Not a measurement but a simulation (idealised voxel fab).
process module | voxel ribs on slabs
cross-section cut | 180 nm wide | cells 5 nm
A cross-section is a grid of square cells, given in bands from the top down. A band is one or more rows of cells.
Each band's line starts with the height of the band's top and of its bottom, in nm. Then come its materials from left to right, each with its width in nm. One material with "throughout" fills the band from edge to edge. "air" is empty space.
Height 0 is the level under which the wafer as received is all one material. The lowest band goes on downwards, as in "0 down".
A width such as "30 to 40" changes by the same amount from each row of cells to the next, from the band's top row to its bottom row.
"no change" after a step means that no cell of the cross-section changed.
closed voids: empty space of 8 cells or more with no open way to the top, each as width x height at its distance from the left edge, in nm
after a step's settings: what the simulator itself notes on the step
overlay nm, on a step with a mask: how far to the right of its planned place the mask lay; to the left if negative
plan
1 op RECEIVE | material Si
2 op DIRECTIONAL_DEP | material SiO2 | thk nm 20
3 op DIRECTIONAL_DEP | material SiN | thk nm 15
4 op DIRECTIONAL_DEP | material aC | thk nm 15
5 op PATTERN | tone cover | mask id RIB | material resist | width nm 20 | thk nm 35 | overlay nm 0
6 op DIRECTIONAL_ETCH | etch materials aC | depth nm 15
7 op STRIP | etch materials resist
8 op DIRECTIONAL_ETCH | etch materials SiN | depth nm 5
9 op STRIP | etch materials aC
10 op DIRECTIONAL_DEP | material aC | thk nm 10
11 op PATTERN | tone cover | mask id SLAB | material resist | width nm 60 | thk nm 30 | overlay nm 0
12 op DIRECTIONAL_ETCH | etch materials aC | depth nm 10
13 op STRIP | etch materials resist
14 op DIRECTIONAL_ETCH | etch materials SiN | depth nm 10
15 op STRIP | etch materials aC
16 op FILL_DEP | material SiO2 | thk nm 20
17 op CMP | height nm 50
18 op DIRECTIONAL_DEP | material TiN | thk nm 10
19 op DIRECTIONAL_DEP | material aC | thk nm 15
20 op PATTERN | tone cover | mask id HEATER | material resist | width nm 30 | thk nm 35 | overlay nm 0
21 op DIRECTIONAL_ETCH | etch materials aC | depth nm 15
22 op STRIP | etch materials resist
23 op DIRECTIONAL_ETCH | etch materials TiN | depth nm 10
24 op STRIP | etch materials aC
25 op CONFORMAL_DEP | material SiO2 | thk nm 10
as received, after step 1
  0 down: Si throughout
  closed voids: none
first wafer at the end, as planned
  70 to 60: air 65 | SiO2 50 | air 65
  60 to 50: SiO2 75 | TiN 30 | SiO2 75
  50 to 35: SiO2 throughout
  35 to 30: SiO2 80 | SiN 20 | SiO2 80
  30 to 20: SiO2 60 | SiN 60 | SiO2 60
  20 to 0: SiO2 throughout
  0 down: Si throughout
  closed voids: none
second wafer at the end: like start, like plan, one mistake
  70 to 60: air 65 | SiO2 50 | air 65
  60 to 50: SiO2 75 | TiN 30 | SiO2 75
  50 to 45: SiO2 80 | SiN 20 | SiO2 80
  45 to 35: SiO2 60 | SiN 60 | SiO2 60
  35 to 20: SiN throughout
  20 to 0: SiO2 throughout
  0 down: Si throughout
  closed voids: none
what went wrong: step 3 was run twice
at the end the second wafer has, in cells: 108 more of SiN | 108 fewer of SiO2
